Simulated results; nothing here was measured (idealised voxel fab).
voxel ribs on slabs: a process module
We display cut, a cross-section 285 nm in width whose square cells are each 5 nm.
Cross-sections here: square-cell grids, written as top-down lists of bands, a band being one or more rows of cells.
The entry gives the band's vertical extent as a top height and a bottom height in nm, then its horizontal make-up as materials from left to right, each with a width in nm. "blank" stands for empty space; a single material marked "edge to edge" fills the band edge to edge.
Heights are reckoned from 0. Under this level, the received wafer is all of one material. The bottommost band is open-ended downward, for example "from 0 down".
Width: "30 to 40" (first number = top row, second number = bottom row, same change from row to row of cells).
No cell of the cross-section changed in a step that is given as "nothing changed".
In "Enclosed void inventory" the enclosed voids are listed, meaning empty spaces of 8 cells or larger without any opening to the top. The form is width x height at distance, distance from the left edge, units nm.
On a step's line, text after the settings is the simulator commenting on that step.
"overlay nm" answers the question of how far to the right of plan the mask lay on a step that has a mask, and when it is negative the answer is to the left.

Below is the list of planned process steps
1,RECEIVE,material Si
2,DIRECTIONAL_DEP,material SiO2,thk nm 20
3,DIRECTIONAL_DEP,material polySi,thk nm 25
4,PATTERN,tone cover,mask id RIB,material resist,width nm 30,thk nm 15,overlay nm 0
5,DIRECTIONAL_ETCH,etch materials polySi,depth nm 10
6,STRIP,etch materials resist
7,DIRECTIONAL_DEP,material aC,thk nm 10
8,PATTERN,tone cover,mask id SLAB,material resist,width nm 90,thk nm 30,overlay nm 0
9,DIRECTIONAL_ETCH,etch materials aC,depth nm 10
10,STRIP,etch materials resist
11,DIRECTIONAL_ETCH,etch materials polySi,depth nm 15
12,STRIP,etch materials aC
13,FILL_DEP,material SiO2,thk nm 20
14,CMP,height nm 60
15,DIRECTIONAL_DEP,material W,thk nm 5
16,MASKED_ETCH,tone cover,mask id HEATER,width nm 40,etch materials W,depth nm 5,overlay nm 0
17,CONFORMAL_DEP,material SiO2,thk nm 10

Cross-section, incoming material, after step 1
> from 0 down | Si edge to edge
> Enclosed void inventory: none

First wafer at the end, as planned
> from 75 to 70 | 110 blank, then 60 SiO2, then 115 blank
> from 70 to 65 | SiO2 edge to edge
> from 65 to 60 | 120 SiO2, then 40 W, then 125 SiO2
> from 60 to 45 | SiO2 edge to edge
> from 45 to 35 | 125 SiO2, then 30 polySi, then 130 SiO2
> from 35 to 20 | 95 SiO2, then 90 polySi, then 100 SiO2
> from 20 to 0 | SiO2 edge to edge
> from 0 down | Si edge to edge
> Enclosed void inventory: none

Second wafer through the module, sectioned at the end: same beginning and same plan as the first wafer, with one mistake in carrying it out
> from 65 to 60 | 120 blank, then 40 W, then 125 blank
> from 60 to 45 | SiO2 edge to edge
> from 45 to 35 | 125 SiO2, then 30 polySi, then 130 SiO2
> from 35 to 20 | 95 SiO2, then 90 polySi, then 100 SiO2
> from 20 to 0 | SiO2 edge to edge
> from 0 down | Si edge to edge
> Enclosed void inventory: none
Want to know what went wrong? yeah, step 17 of the plan got skipped, never ran
In the final state, the cell counts of the second wafer exceed or fall short of those of the first for the following materials: SiO2: 118 fewer
